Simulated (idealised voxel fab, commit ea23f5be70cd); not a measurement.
The document below concerns the process module designated voxel tone inversion.
Square cell edge 5 nm, section width 210 nm, ID cut.
Cross-section spec: square-cell grid; bands listed top down; each band is one or more rows.
It is stipulated that each band's entry specify, in nanometres, the height of the top of the band and then that of its bottom, followed by the materials of the band in left-to-right sequence, each together with its width in nanometres. A single material marked by the word "edge to edge" is understood to fill the band from edge to edge; the word "air" is understood to denote empty space.
Basically, 0 is our baseline, since under it the wafer straight out of the box is all one material. The bottom band has no lower end and keeps on going down, so it looks like "z 0 and below".
The expression "30->40" gives the width at the extremes of the band, the first number at its top row of cells and the second at its bottom row, with the width changing by equal amounts from each row to the next in between.
"no modification" -> step changed no cross-section cell.
"Closed void table" specifies each empty space that is not open to the top and that occupies no fewer than 8 cells, using the form width x height at distance, the distance measured from the left edge and all three quantities in nm.
Past the settings on a step's line: simulator remark, on that step.
The setting "overlay nm" may be written on the line of a step. When the step uses a mask, the value reports how far to the right of the planned place the mask lay, and a negative value reports that it lay to the left.

Steps planned for the process:
1,RECEIVE | material Si
2,CONFORMAL_DEP | material SiCN | thk nm 10
3,DIRECTIONAL_DEP | material polySi | thk nm 15
4,PATTERN | tone cover | mask id POSTS | material resist | width nm 15 | pitch nm 35 | thk nm 25 | overlay nm 0
5,DIRECTIONAL_ETCH | etch materials polySi | depth nm 15
6,STRIP | etch materials resist
7,FILL_DEP | material lowk | thk nm 10
8,CMP | height nm 25
9,STRIP | etch materials polySi
10,CONFORMAL_DEP | material TiN | thk nm 5
11,FILL_DEP | material W | thk nm 5
12,CMP | height nm 25
13,CONFORMAL_DEP | material SiCN | thk nm 5

The first of a set of two wafers, run to plan:

Cross-sectional view of the wafer in its as-received condition, corresponding to the state after step 1:
* z 0 and below  Si edge to edge
* Closed void table: none

Presented here is a cross-section of the wafer after step 2 has been performed:
* z 10 to 0  SiCN edge to edge
* Beneath the level 0, the cross-section is identical to its previous state.

Presented here is a cross-section of the wafer after step 3 has been performed:
* z 25 to 10  polySi edge to edge
* Beneath the level 10, the cross-section is identical to its previous state.

Presented here is a cross-section of the wafer after step 4 has been performed:
* z 50 to 25  air=80, resist=15, air=20, resist=15, air=80
* Beneath the level 25, the cross-section is identical to its previous state.

Presented here is a cross-section of the wafer after step 5 has been performed:
* z 50 to 25  air=80, resist=15, air=20, resist=15, air=80
* z 25 to 10  air=80, polySi=15, air=20, polySi=15, air=80
* Beneath the level 10, the cross-section is identical to its previous state.

Presented here is a cross-section of the wafer after step 6 has been performed:
* z 25 to 10  air=80, polySi=15, air=20, polySi=15, air=80
* Beneath the level 10, the cross-section is identical to its previous state.

Presented here is a cross-section of the wafer after step 7 has been performed:
* z 35 to 25  lowk edge to edge
* z 25 to 10  lowk=80, polySi=15, lowk=20, polySi=15, lowk=80
* Beneath the level 10, the cross-section is identical to its previous state.

Presented here is a cross-section of the wafer after step 8 has been performed:
* z 25 to 10  lowk=80, polySi=15, lowk=20, polySi=15, lowk=80
* Beneath the level 10, the cross-section is identical to its previous state.

Presented here is a cross-section of the wafer after step 9 has been performed:
* z 25 to 10  lowk=80, air=15, lowk=20, air=15, lowk=80
* Beneath the level 10, the cross-section is identical to its previous state.

Presented here is a cross-section of the wafer after step 10 has been performed:
* z 30 to 25  TiN=85, air=5, TiN=30, air=5, TiN=85
* z 25 to 15  lowk=80, TiN=5, air=5, TiN=5, lowk=20, TiN=5, air=5, TiN=5, lowk=80
* z 15 to 10  lowk=80, TiN=15, lowk=20, TiN=15, lowk=80
* Beneath the level 10, the cross-section is identical to its previous state.

Presented here is a cross-section of the wafer after step 11 has been performed:
* z 35 to 30  W edge to edge
* z 30 to 25  TiN=85, W=5, TiN=30, W=5, TiN=85
* z 25 to 15  lowk=80, TiN=5, W=5, TiN=5, lowk=20, TiN=5, W=5, TiN=5, lowk=80
* Beneath the level 15, the cross-section is identical to its previous state.

Presented here is a cross-section of the wafer after step 12 has been performed:
* z 25 to 15  lowk=80, TiN=5, W=5, TiN=5, lowk=20, TiN=5, W=5, TiN=5, lowk=80
* Beneath the level 15, the cross-section is identical to its previous state.

Presented here is a cross-section of the wafer after step 13 has been performed:
* z 30 to 25  SiCN edge to edge
* Beneath the level 25, the cross-section is identical to its previous state.

Regarding the second of the two wafers: it shared the first wafer's starting condition and process plan, yet one error occurred during its execution. Its history coincides with that of the first wafer up to and including step 2:

Second wafer cross-section, taken as of the time the plan sets for step 3 to be done:
* z 25 to 0  SiCN edge to edge
* Beneath the level 0, the cross-section is identical to its previous state.

Second wafer cross-section, taken as of the time the plan sets for step 4 to be done:
* z 50 to 25  air=80, resist=15, air=20, resist=15, air=80
* Beneath the level 25, the cross-section is identical to its previous state.

Second wafer cross-section, taken as of the time the plan sets for step 5 to be done: no modification

Second wafer cross-section, taken as of the time the plan sets for step 6 to be done:
* z 25 to 0  SiCN edge to edge
* Beneath the level 0, the cross-section is identical to its previous state.

Second wafer cross-section, taken as of the time the plan sets for step 7 to be done:
* z 35 to 25  lowk edge to edge
* Beneath the level 25, the cross-section is identical to its previous state.

Second wafer cross-section, taken as of the time the plan sets for step 8 to be done:
* z 25 to 0  SiCN edge to edge
* Beneath the level 0, the cross-section is identical to its previous state.

Second wafer cross-section, taken as of the time the plan sets for step 9 to be done: no modification

Second wafer cross-section, taken as of the time the plan sets for step 10 to be done:
* z 30 to 25  TiN edge to edge
* Beneath the level 25, the cross-section is identical to its previous state.

Second wafer cross-section, taken as of the time the plan sets for step 11 to be done:
* z 35 to 30  W edge to edge
* Beneath the level 30, the cross-section is identical to its previous state.

Second wafer cross-section, taken as of the time the plan sets for step 12 to be done:
* z 25 to 0  SiCN edge to edge
* Beneath the level 0, the cross-section is identical to its previous state.

Second wafer cross-section, taken as of the time the plan sets for step 13 to be done:
* z 30 to 0  SiCN edge to edge
* Beneath the level 0, the cross-section is identical to its previous state.
What was the processing mistake? step 3 changed vs plan, executed as DIRECTIONAL_DEP | material SiCN | thk nm 15
Counted in cells at the end, the second wafer holds more or fewer of these materials than the first: 126 more of SiCN | 14 fewer of TiN | 4 fewer of W | 108 fewer of lowk
